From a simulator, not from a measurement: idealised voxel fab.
Presented below is a process module, voxel self aligned contacts.
We display cut, a cross-section 180 nm in width whose square cells are each 5 nm.
Cross-sections here: square-cell grids, written as top-down lists of bands, a band being one or more rows of cells. Basically the band line says how high the top is and how high the bottom is, in nm, and then what's in it from left to right, every material with its width in nm. Empty space shows up as "blank", and if a single material carries "all across" it runs the full band edge to edge. Ref level 0: as-received wafer is one material below here. Bottom band extends down with no lower bound ("0 and below"). Quick explanation for "30->40": the width changes in equal steps down the rows of cells, from the first number in the band's top row to the second number in its bottom row. "remained unchanged" for a step: no cell of the cross-section changed in that step. The label "Enclosed void list" introduces a list of the empty spaces, 8 cells or larger, that have no open way up to the top; each entry in it reads width x height at distance, where the distance is taken from the left edge and all three are stated in nm. If you see something after the settings on a step's line, that's the simulator's own remark about that step. The optional step-line setting "overlay nm" applies to steps with a mask and quantifies how far to the right of its planned location the mask lay, a negative value indicating leftward placement.

List of planned process steps:
step 1: op RECEIVE | material Si
step 2: op CONFORMAL_DEP | material SiO2 | thk nm 5
step 3: op DIRECTIONAL_DEP | material polySi | thk nm 25
step 4: op DIRECTIONAL_DEP | material SiN | thk nm 20
step 5: op PATTERN | tone cover | mask id GATE | material resist | width nm 35 | pitch nm 70 | thk nm 15 | overlay nm 0
step 6: op DIRECTIONAL_ETCH | etch materials SiN | depth nm 20
step 7: op DIRECTIONAL_ETCH | etch materials polySi | depth nm 25
step 8: op STRIP | etch materials resist
step 9: op CONFORMAL_DEP | material SiN | thk nm 5
step 10: op DIRECTIONAL_ETCH | etch materials SiN | depth nm 5
step 11: op FILL_DEP | material SiO2 | thk nm 15
step 12: op CMP | height nm 60
step 13: op MASKED_ETCH | tone open | mask id CONTACT | width nm 55 | etch materials SiO2 | depth nm 60 | overlay nm 0
step 14: op CONFORMAL_DEP | material TiN | thk nm 5
step 15: op FILL_DEP | material W | thk nm 5
step 16: op CMP | height nm 60
step 17: op CONFORMAL_DEP | material SiN | thk nm 5

This is the cross-section of the wafer as we received it, i.e. after step 1:
- 0 and below = Si all across
- Enclosed void list: none

First of two wafers: cross-section at end of module, run per plan:
- 65 down to 60 = SiN all across
- 60 down to 50 = SiO2 60 nm / TiN 5->20 nm / W 45->15 nm / TiN 5->20 nm / SiO2 65 nm
- 50 down to 30 = SiO2 30 nm / SiN 45 nm / TiN 5 nm / W 15 nm / TiN 5 nm / SiN 45 nm / SiO2 35 nm
- 30 down to 5 = SiO2 30 nm / SiN 5 nm / polySi 35 nm / SiN 5 nm / TiN 5 nm / W 15 nm / TiN 5 nm / SiN 5 nm / polySi 35 nm / SiN 5 nm / SiO2 35 nm
- 5 down to 0 = SiO2 75 nm / TiN 25 nm / SiO2 80 nm
- 0 and below = Si all across
- Enclosed void list: none

Cross-sectional image of the second wafer of the two following completion of the module. Starting state and process plan were the same as for the first wafer; one execution error occurred:
- 65 down to 60 = SiN all across
- 60 down to 55 = SiO2 30 nm / SiN 45 nm / TiN 5 nm / W 15 nm / TiN 5 nm / SiN 45 nm / SiO2 35 nm
- 55 down to 50 = SiO2 30 nm / SiN 45 nm / TiN 25 nm / SiN 45 nm / SiO2 35 nm
- 50 down to 30 = SiN all across
- 30 down to 5 = polySi all across
- 5 down to 0 = SiO2 all across
- 0 and below = Si all across
- Enclosed void list: none
Nonconformance to the process plan: plan step 4 was twice executed
End check, counted in cells, second wafer has more or fewer of these materials than the first: +88 SiN, -136 SiO2, -26 TiN, -36 W, +110 polySi
